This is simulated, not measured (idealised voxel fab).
Proc. module: voxel self aligned vias
Pictured: cross-section cut, 185 nm wide, on a grid of 5 nm square cells.
Notation: cross-section as square-cell grid; stated in bands, top first, going down; one or more cell rows per band. It is stipulated that each band's entry specify, in nanometres, the height of the top of the band and then that of its bottom, followed by the materials of the band in left-to-right sequence, each together with its width in nanometres. A single material marked by the word "edge to edge" is understood to fill the band from edge to edge; the word "air" is understood to denote empty space. Counting heights begins at 0, where everything beneath is, in the wafer as received, one material. The lowest band has no bottom; it goes on downwards, as "0 and below" shows. A width such as "30..40" changes by the same amount from each row of cells to the next, from the band's top row to its bottom row. Step note "remains unaltered" = no cross-section cell changed. "Unvented voids": empty spaces of 8 cells or more with no open way to the top, each given as width x height at distance, distance from the left edge, all in nm. Where a step's line continues beyond its settings, the continuation is a remark by the simulator itself on that step. "overlay nm" answers the question of how far to the right of plan the mask lay on a step that has a mask, and when it is negative the answer is to the left.
# List of planned process steps
1 RECEIVE (material Si)
2 CONFORMAL_DEP (material SiO2; thk nm 15)
3 CONFORMAL_DEP (material SiCN; thk nm 5)
4 DIRECTIONAL_DEP (material SiO2; thk nm 20)
5 MASKED_ETCH (tone open; mask id LINES; width nm 25; pitch nm 50; etch materials SiO2; depth nm 20; overlay nm 0)
6 CONFORMAL_DEP (material TiN; thk nm 5)
7 FILL_DEP (material W; thk nm 10)
8 CMP (height nm 40)
9 SELECTIVE_ETCH (etch materials W Ru TiN; depth nm 5)
10 FILL_DEP (material SiN; thk nm 10)
11 CMP (height nm 40)
12 DIRECTIONAL_DEP (material SiO2; thk nm 20)
13 MASKED_ETCH (tone open; mask id VIAS; width nm 35; pitch nm 50; etch materials SiO2; depth nm 20; overlay nm 0)
14 MASKED_ETCH (tone open; mask id VIAS; width nm 35; pitch nm 50; etch materials SiN; depth nm 5; overlay nm 0)
15 CONFORMAL_DEP (material TiN; thk nm 5)
16 FILL_DEP (material Cu; thk nm 10)
17 CMP (height nm 60)
18 CONFORMAL_DEP (material SiCN; thk nm 5)
# Concerning the first of two wafers, which was run in accordance with the plan
# Shown in cross-section is the wafer as received, that is, as it stands after step 1
0 and below: Si edge to edge
Unvented voids: none
# State of the wafer after step 2, shown in cross-section
15 down to 0: SiO2 edge to edge
Rest of section, below 0: as before.
# State of the wafer after step 3, shown in cross-section
20 down to 15: SiCN edge to edge
Rest of section, below 15: as before.
# State of the wafer after step 4, shown in cross-section
40 down to 20: SiO2 edge to edge
Rest of section, below 20: as before.
# State of the wafer after step 5, shown in cross-section
40 down to 20: SiO2 (30)  air (25)  SiO2 (25)  air (25)  SiO2 (25)  air (25)  SiO2 (30)
Rest of section, below 20: as before.
# State of the wafer after step 6, shown in cross-section
45 down to 40: TiN (35)  air (15)  TiN (35)  air (15)  TiN (35)  air (15)  TiN (35)
40 down to 25: SiO2 (30)  TiN (5)  air (15)  TiN (5)  SiO2 (25)  TiN (5)  air (15)  TiN (5)  SiO2 (25)  TiN (5)  air (15)  TiN (5)  SiO2 (30)
25 down to 20: SiO2 (30)  TiN (25)  SiO2 (25)  TiN (25)  SiO2 (25)  TiN (25)  SiO2 (30)
Rest of section, below 20: as before.
# State of the wafer after step 7, shown in cross-section
55 down to 45: W edge to edge
45 down to 40: TiN (35)  W (15)  TiN (35)  W (15)  TiN (35)  W (15)  TiN (35)
40 down to 25: SiO2 (30)  TiN (5)  W (15)  TiN (5)  SiO2 (25)  TiN (5)  W (15)  TiN (5)  SiO2 (25)  TiN (5)  W (15)  TiN (5)  SiO2 (30)
Rest of section, below 25: as before.
# State of the wafer after step 8, shown in cross-section
40 down to 25: SiO2 (30)  TiN (5)  W (15)  TiN (5)  SiO2 (25)  TiN (5)  W (15)  TiN (5)  SiO2 (25)  TiN (5)  W (15)  TiN (5)  SiO2 (30)
Rest of section, below 25: as before.
# State of the wafer after step 9, shown in cross-section
40 down to 35: SiO2 (30)  air (25)  SiO2 (25)  air (25)  SiO2 (25)  air (25)  SiO2 (30)
Rest of section, below 35: as before.
# State of the wafer after step 10, shown in cross-section
50 down to 40: SiN edge to edge
40 down to 35: SiO2 (30)  SiN (25)  SiO2 (25)  SiN (25)  SiO2 (25)  SiN (25)  SiO2 (30)
Rest of section, below 35: as before.
# State of the wafer after step 11, shown in cross-section
40 down to 35: SiO2 (30)  SiN (25)  SiO2 (25)  SiN (25)  SiO2 (25)  SiN (25)  SiO2 (30)
Rest of section, below 35: as before.
# State of the wafer after step 12, shown in cross-section
60 down to 40: SiO2 edge to edge
Rest of section, below 40: as before.
# State of the wafer after step 13, shown in cross-section
60 down to 40: SiO2 (25)  air (35)  SiO2 (15)  air (35)  SiO2 (15)  air (35)  SiO2 (25)
Rest of section, below 40: as before.
# State of the wafer after step 14, shown in cross-section
60 down to 40: SiO2 (25)  air (35)  SiO2 (15)  air (35)  SiO2 (15)  air (35)  SiO2 (25)
40 down to 35: SiO2 (30)  air (25)  SiO2 (25)  air (25)  SiO2 (25)  air (25)  SiO2 (30)
Rest of section, below 35: as before.
# State of the wafer after step 15, shown in cross-section
65 down to 60: TiN (30)  air (25)  TiN (25)  air (25)  TiN (25)  air (25)  TiN (30)
60 down to 45: SiO2 (25)  TiN (5)  air (25)  TiN (5)  SiO2 (15)  TiN (5)  air (25)  TiN (5)  SiO2 (15)  TiN (5)  air (25)  TiN (5)  SiO2 (25)
45 down to 40: SiO2 (25)  TiN (10)  air (15)  TiN (10)  SiO2 (15)  TiN (10)  air (15)  TiN (10)  SiO2 (15)  TiN (10)  air (15)  TiN (10)  SiO2 (25)
40 down to 35: SiO2 (30)  TiN (25)  SiO2 (25)  TiN (25)  SiO2 (25)  TiN (25)  SiO2 (30)
Rest of section, below 35: as before.
# State of the wafer after step 16, shown in cross-section
75 down to 65: Cu edge to edge
65 down to 60: TiN (30)  Cu (25)  TiN (25)  Cu (25)  TiN (25)  Cu (25)  TiN (30)
60 down to 45: SiO2 (25)  TiN (5)  Cu (25)  TiN (5)  SiO2 (15)  TiN (5)  Cu (25)  TiN (5)  SiO2 (15)  TiN (5)  Cu (25)  TiN (5)  SiO2 (25)
45 down to 40: SiO2 (25)  TiN (10)  Cu (15)  TiN (10)  SiO2 (15)  TiN (10)  Cu (15)  TiN (10)  SiO2 (15)  TiN (10)  Cu (15)  TiN (10)  SiO2 (25)
Rest of section, below 40: as before.
# State of the wafer after step 17, shown in cross-section
60 down to 45: SiO2 (25)  TiN (5)  Cu (25)  TiN (5)  SiO2 (15)  TiN (5)  Cu (25)  TiN (5)  SiO2 (15)  TiN (5)  Cu (25)  TiN (5)  SiO2 (25)
Rest of section, below 45: as before.
# State of the wafer after step 18, shown in cross-section
65 down to 60: SiCN edge to edge
Rest of section, below 60: as before.
# The Second Wafer: Common Origin and Plan, One Mistake in Execution, Identical to the First Through Step 2
# Cross-section, second wafer, at the end time the plan gives for step 3
35 down to 0: SiO2 edge to edge
Rest of section, below 0: as before.
# Cross-section, second wafer, at the end time the plan gives for step 4
40 down to 35: SiCN edge to edge
Rest of section, below 35: as before.
Cross-section, second wafer, at the end time the plan gives for step 5: remains unaltered
# Cross-section, second wafer, at the end time the plan gives for step 6
45 down to 40: TiN edge to edge
Rest of section, below 40: as before.
# Cross-section, second wafer, at the end time the plan gives for step 7
55 down to 45: W edge to edge
Rest of section, below 45: as before.
# Cross-section, second wafer, at the end time the plan gives for step 8
40 down to 35: SiCN edge to edge
Rest of section, below 35: as before.
Cross-section, second wafer, at the end time the plan gives for step 9: remains unaltered
# Cross-section, second wafer, at the end time the plan gives for step 10
50 down to 40: SiN edge to edge
Rest of section, below 40: as before.
# Cross-section, second wafer, at the end time the plan gives for step 11
40 down to 35: SiCN edge to edge
Rest of section, below 35: as before.
# Cross-section, second wafer, at the end time the plan gives for step 12
60 down to 40: SiO2 edge to edge
Rest of section, below 40: as before.
# Cross-section, second wafer, at the end time the plan gives for step 13
60 down to 40: SiO2 (25)  air (35)  SiO2 (15)  air (35)  SiO2 (15)  air (35)  SiO2 (25)
Rest of section, below 40: as before.
Cross-section, second wafer, at the end time the plan gives for step 14: remains unaltered
# Cross-section, second wafer, at the end time the plan gives for step 15
65 down to 60: TiN (30)  air (25)  TiN (25)  air (25)  TiN (25)  air (25)  TiN (30)
60 down to 45: SiO2 (25)  TiN (5)  air (25)  TiN (5)  SiO2 (15)  TiN (5)  air (25)  TiN (5)  SiO2 (15)  TiN (5)  air (25)  TiN (5)  SiO2 (25)
45 down to 40: SiO2 (25)  TiN (35)  SiO2 (15)  TiN (35)  SiO2 (15)  TiN (35)  SiO2 (25)
Rest of section, below 40: as before.
# Cross-section, second wafer, at the end time the plan gives for step 16
75 down to 65: Cu edge to edge
65 down to 60: TiN (30)  Cu (25)  TiN (25)  Cu (25)  TiN (25)  Cu (25)  TiN (30)
60 down to 45: SiO2 (25)  TiN (5)  Cu (25)  TiN (5)  SiO2 (15)  TiN (5)  Cu (25)  TiN (5)  SiO2 (15)  TiN (5)  Cu (25)  TiN (5)  SiO2 (25)
Rest of section, below 45: as before.
# Cross-section, second wafer, at the end time the plan gives for step 17
60 down to 45: SiO2 (25)  TiN (5)  Cu (25)  TiN (5)  SiO2 (15)  TiN (5)  Cu (25)  TiN (5)  SiO2 (15)  TiN (5)  Cu (25)  TiN (5)  SiO2 (25)
Rest of section, below 45: as before.
# Cross-section, second wafer, at the end time the plan gives for step 18
65 down to 60: SiCN edge to edge
Rest of section, below 60: as before.
Finding, execution versus plan: steps 3 and 4: order swapped relative to plan
The second wafer ends with more or fewer cells of some materials than the first, per final count: Cu -9, SiO2 +60, TiN -33, W -18
